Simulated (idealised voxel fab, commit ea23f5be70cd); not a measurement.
Documented hereafter: the process module known as voxel gate over fins.
In the cross-section labelled cut, the width is 265 nm and each square cell is 5 nm.
Cross-section spec: square-cell grid; bands listed top down; each band is one or more rows.
Each band's line starts with the height of the band's top and of its bottom, in nm. Then come its materials from left to right, each with its width in nm. One material with "all across" fills the band from edge to edge. "empty" is empty space.
The level at which height equals 0 is the one under which the wafer, as it arrives, is entirely one material. No lower edge exists for the bottom band, which continues downward and is notated as in "from 0 down".
Top row gets the first number, bottom row gets the second, and each row in between changes by the same step: that is how a band width like "30 to 40" works.
Key: "remained unchanged" - step with no changed cell in the cross-section.
Enclosed voids (no open way to top), threshold 8 cells or more, entry "Closed void listing", notation width x height at distance, distance from left edge, nm.
Text after the settings on a step's line: the simulator's own remark on that step.
A step's line can hold "overlay nm"; with a mask on that step, the setting says how far right of the planned place the mask lay, while a negative setting says it lay to the left.
So the way this works: pairs, before and after one process step. The after picture only goes down to the lowest band that actually changed, nothing below. Step and its settings are under each pair. And watch out, pairs might come from different runs of this module, same starting wafer though, so a pair only follows on from the one above if its "Geometry before processing" entry tells you so.
### Geometry before processing
from 10 to 5 | 70 nm empty | 35 nm TiN | 10 nm empty | 35 nm TiN | 10 nm empty | 35 nm TiN | 70 nm empty
from 5 to 0 | 70 nm empty | 5 nm TiN | 25 nm SiO2 | 5 nm TiN | 10 nm empty | 5 nm TiN | 25 nm SiO2 | 5 nm TiN | 10 nm empty | 5 nm TiN | 25 nm SiO2 | 5 nm TiN | 70 nm empty
from 0 to -5 | 70 nm empty | 5 nm TiN | 5 nm SiO2 | 15 nm Si | 5 nm SiO2 | 5 nm TiN | 10 nm empty | 5 nm TiN | 5 nm SiO2 | 15 nm Si | 5 nm SiO2 | 5 nm TiN | 10 nm empty | 5 nm TiN | 5 nm SiO2 | 15 nm Si | 5 nm SiO2 | 5 nm TiN | 70 nm empty
from -5 to -10 | 75 nm TiN | 5 nm SiO2 | 15 nm Si | 5 nm SiO2 | 20 nm TiN | 5 nm SiO2 | 15 nm Si | 5 nm SiO2 | 20 nm TiN | 5 nm SiO2 | 15 nm Si | 5 nm SiO2 | 75 nm TiN
from -10 to -40 | 80 nm SiO2 | 15 nm Si | 30 nm SiO2 | 15 nm Si | 30 nm SiO2 | 15 nm Si | 80 nm SiO2
from -40 down | Si all across
Closed void listing: none
### Sectional Result
from 25 to 10 | W all across
from 10 to 5 | 70 nm W | 35 nm TiN | 10 nm W | 35 nm TiN | 10 nm W | 35 nm TiN | 70 nm W
from 5 to 0 | 70 nm W | 5 nm TiN | 25 nm SiO2 | 5 nm TiN | 10 nm W | 5 nm TiN | 25 nm SiO2 | 5 nm TiN | 10 nm W | 5 nm TiN | 25 nm SiO2 | 5 nm TiN | 70 nm W
from 0 to -5 | 70 nm W | 5 nm TiN | 5 nm SiO2 | 15 nm Si | 5 nm SiO2 | 5 nm TiN | 10 nm W | 5 nm TiN | 5 nm SiO2 | 15 nm Si | 5 nm SiO2 | 5 nm TiN | 10 nm W | 5 nm TiN | 5 nm SiO2 | 15 nm Si | 5 nm SiO2 | 5 nm TiN | 70 nm W
Anything lower than -5 is untouched.
Closed void listing: none
What step was run between the cross-section before it and the cross-section after it, both above? FILL_DEP: material W, thk nm 15
Geometry before processing: see the after view in the pair directly above.
### Sectional Result
from 20 to 10 | W all across
Anything lower than 10 is untouched.
Closed void listing: none
What step was run between the cross-section before it and the cross-section after it, both above? CMP: height nm 20
Geometry before processing: see the after view in the pair directly above.
### Sectional Result
from 30 to 20 | SiCN all across
Anything lower than 20 is untouched.
Closed void listing: none
What step was run between the cross-section before it and the cross-section after it, both above? CONFORMAL_DEP: material SiCN, thk nm 10
